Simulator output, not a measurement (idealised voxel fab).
This section sets out a process module, namely voxel air gaps.
Xsec cut, 250 nm wide, square cell size 5 nm.
Throughout this document, each cross-section is represented as a grid of square cells and is presented as a sequence of bands enumerated from the top downward, where a band comprises one or more rows of cells. Read a band's entry like this: the first values are the height of its top and the height of its bottom in nm, and what follows is the sequence of materials from left to right, each with its width in nm. Note that "air" is empty space, and that a single material marked "throughout" reaches across the band from edge to edge. Counting heights begins at 0, where everything beneath is, in the wafer as received, one material. The lowest band has no bottom; it goes on downwards, as "z 0 and below" shows. When a width is written as two numbers, as in "30 to 40", the first number is the width in the top row of cells of the band and the second is the width in its bottom row, and the width changes by the same amount from each row to the next. The designation "changes: none", where it is given for a processing step, indicates that no cell of the cross-section was altered in the course of that step. You'll see "Voids lacking openings" listing empty spaces that have no way open to the top, as long as they're 8 cells or more; the notation is width x height at distance, where the distance is from the left edge, and all of it is in nm. Post-settings text on a step line: simulator's own remark regarding the step. You can add "overlay nm" to a step's line. For a step with a mask, it describes how far the mask lay to the right of its planned position, and a negative number describes a lay to the left.
-- Process steps - plan
- 1: RECEIVE (material Si)
- 2: CONFORMAL_DEP (material SiO2; thk nm 15)
- 3: CONFORMAL_DEP (material SiN; thk nm 5)
- 4: DIRECTIONAL_DEP (material SiO2; thk nm 40)
- 5: PATTERN (tone open; mask id LINES; material resist; width nm 25; pitch nm 55; thk nm 15; overlay nm 0)
- 6: DIRECTIONAL_ETCH (etch materials SiO2; depth nm 40)
- 7: STRIP (etch materials resist)
- 8: CONFORMAL_DEP (material TiN; thk nm 5)
- 9: FILL_DEP (material W; thk nm 5)
- 10: CMP (height nm 60)
- 11: EPI (material Ru; thk nm 10)
- 12: SELECTIVE_ETCH (etch materials SiO2; depth nm 50)
- 13: CONFORMAL_DEP (material SiN; thk nm 5)
-- Wafer as received: cross-section following step 1
> z 0 and below = Si throughout
> Voids lacking openings: none
-- Module complete - cross-section of the first of two wafers, run according to plan
> z 75 to 70 = 40 of air  165 of SiN  45 of air
> z 70 to 60 = 40 of air  5 of SiN  45 of Ru  10 of SiN  45 of Ru  10 of SiN  45 of Ru  5 of SiN  45 of air
> z 60 to 55 = 40 of air  15 of SiN  5 of TiN  15 of W  5 of TiN  30 of SiN  5 of TiN  15 of W  5 of TiN  30 of SiN  5 of TiN  15 of W  5 of TiN  15 of SiN  45 of air
> z 55 to 25 = 50 of air  5 of SiN  5 of TiN  15 of W  5 of TiN  5 of SiN  20 of air  5 of SiN  5 of TiN  15 of W  5 of TiN  5 of SiN  20 of air  5 of SiN  5 of TiN  15 of W  5 of TiN  5 of SiN  55 of air
> z 25 to 20 = 55 of SiN  25 of TiN  30 of SiN  25 of TiN  30 of SiN  25 of TiN  60 of SiN
> z 20 to 15 = SiN throughout
> z 15 to 0 = SiO2 throughout
> z 0 and below = Si throughout
> Voids lacking openings: 20 x 30 at 85; 20 x 30 at 140
-- End of module, second wafer, cross-section. Started like the first, planned like the first, run with one mistake
> z 75 to 70 = 40 of air  165 of SiN  45 of air
> z 70 to 60 = 40 of air  5 of SiN  45 of Ru  10 of SiN  45 of Ru  10 of SiN  45 of Ru  5 of SiN  45 of air
> z 60 to 55 = 40 of air  15 of SiN  5 of TiN  15 of W  5 of TiN  30 of SiN  5 of TiN  15 of W  5 of TiN  30 of SiN  5 of TiN  15 of W  5 of TiN  15 of SiN  45 of air
> z 55 to 40 = 50 of air  5 of SiN  5 of TiN  15 of W  5 of TiN  5 of SiN  20 of air  5 of SiN  5 of TiN  15 of W  5 of TiN  5 of SiN  20 of air  5 of SiN  5 of TiN  15 of W  5 of TiN  5 of SiN  55 of air
> z 40 to 35 = 55 of SiN  25 of TiN  30 of SiN  25 of TiN  30 of SiN  25 of TiN  60 of SiN
> z 35 to 30 = SiN throughout
> z 30 to 0 = SiO2 throughout
> z 0 and below = Si throughout
> Voids lacking openings: 20 x 15 at 85; 20 x 15 at 140
It is concluded that the wafer was processed incorrectly with respect to the plan, in that heads up, step 2 of the plan got done twice
Materials where the second wafer ends with more or fewer cells than the first: SiN: 18 fewer | SiO2: 150 more | TiN: 18 fewer | W: 27 fewer
